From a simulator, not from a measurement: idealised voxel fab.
Process module under the name voxel self aligned vias
cross-section cut | 180 nm wide | cells 5 nm
Heads up, the way a cross-section reads in here is a grid of square cells, handed over as bands from the top down, with every band being one or more rows of cells. Band: top and bottom heights (nm) first, top before bottom; then materials from left to right, widths in nm. "edge to edge" marks a sole material filling the band edge to edge. "empty" denotes empty space. Heights are expressed relative to 0, this being the level below which the as-received wafer comprises one material exclusively. The lowest band is unbounded in the downward direction and is denoted as in "0..down". Width spec "30->40" -> top row of cells at first value, bottom row at second value, equal per-row change in between. Any step labelled "remained unchanged" changed none of the cells in the cross-section. Look at "Fully sealed cavities" for the closed voids: empty spaces with no open path to the top, sized 8 cells or up. Each is width x height at distance, distance from the left edge, all nm. That trailing text on a step's line, after the settings, is the simulator's own remark on the step. overlay nm, on a step with a mask: how far to the right of its planned place the mask lay; to the left if negative.

[Process steps foreseen in the plan]
- 1: RECEIVE, material Si
- 2: CONFORMAL_DEP, material SiO2, thk nm 10
- 3: CONFORMAL_DEP, material SiCN, thk nm 5
- 4: DIRECTIONAL_DEP, material lowk, thk nm 25
- 5: MASKED_ETCH, tone open, mask id LINES, width nm 30, pitch nm 75, etch materials lowk, depth nm 25, overlay nm 0
- 6: CONFORMAL_DEP, material TiN, thk nm 5
- 7: FILL_DEP, material Ru, thk nm 5
- 8: CMP, height nm 40
- 9: SELECTIVE_ETCH, etch materials W Ru TiN, depth nm 5
- 10: FILL_DEP, material SiN, thk nm 5
- 11: CMP, height nm 40
- 12: DIRECTIONAL_DEP, material lowk, thk nm 20
- 13: DIRECTIONAL_DEP, material aC, thk nm 15
- 14: PATTERN, tone open, mask id VIAS, material resist, width nm 50, pitch nm 75, thk nm 30, overlay nm -10
- 15: DIRECTIONAL_ETCH, etch materials aC, depth nm 15
- 16: STRIP, etch materials resist
- 17: DIRECTIONAL_ETCH, etch materials lowk, depth nm 20
- 18: DIRECTIONAL_ETCH, etch materials SiN, depth nm 5
- 19: STRIP, etch materials aC
- 20: CONFORMAL_DEP, material TiN, thk nm 5
- 21: FILL_DEP, material Ru, thk nm 5
- 22: CMP, height nm 60
- 23: CONFORMAL_DEP, material SiN, thk nm 5
Be aware that, although all wafers share a common starting state, the overlay nm at step 14 differs among them, and the plan displays the first wafer's value.

[The as-received cross-section of the first of several wafers corresponds to the state after step 1]
    0..down = Si edge to edge
    Fully sealed cavities: none

[Below: a row per wafer. Contents at end of module: for every material, cells gained since receipt (+) or lost since receipt (-); then closed voids]
overlay nm -10; +80 Ru; +36 SiCN; +36 SiN; +72 SiO2; +60 TiN; +184 lowk; Fully sealed cavities: none
overlay nm -5; +80 Ru; +36 SiCN; +36 SiN; +72 SiO2; +60 TiN; +184 lowk; Fully sealed cavities: none
overlay nm 0; +80 Ru; +36 SiCN; +36 SiN; +72 SiO2; +60 TiN; +184 lowk; Fully sealed cavities: none
overlay nm 5; +80 Ru; +36 SiCN; +36 SiN; +72 SiO2; +60 TiN; +184 lowk; Fully sealed cavities: none
overlay nm 10; +80 Ru; +36 SiCN; +36 SiN; +72 SiO2; +60 TiN; +184 lowk; Fully sealed cavities: none
overlay nm 15; +78 Ru; +36 SiCN; +38 SiN; +72 SiO2; +60 TiN; +184 lowk; Fully sealed cavities: none
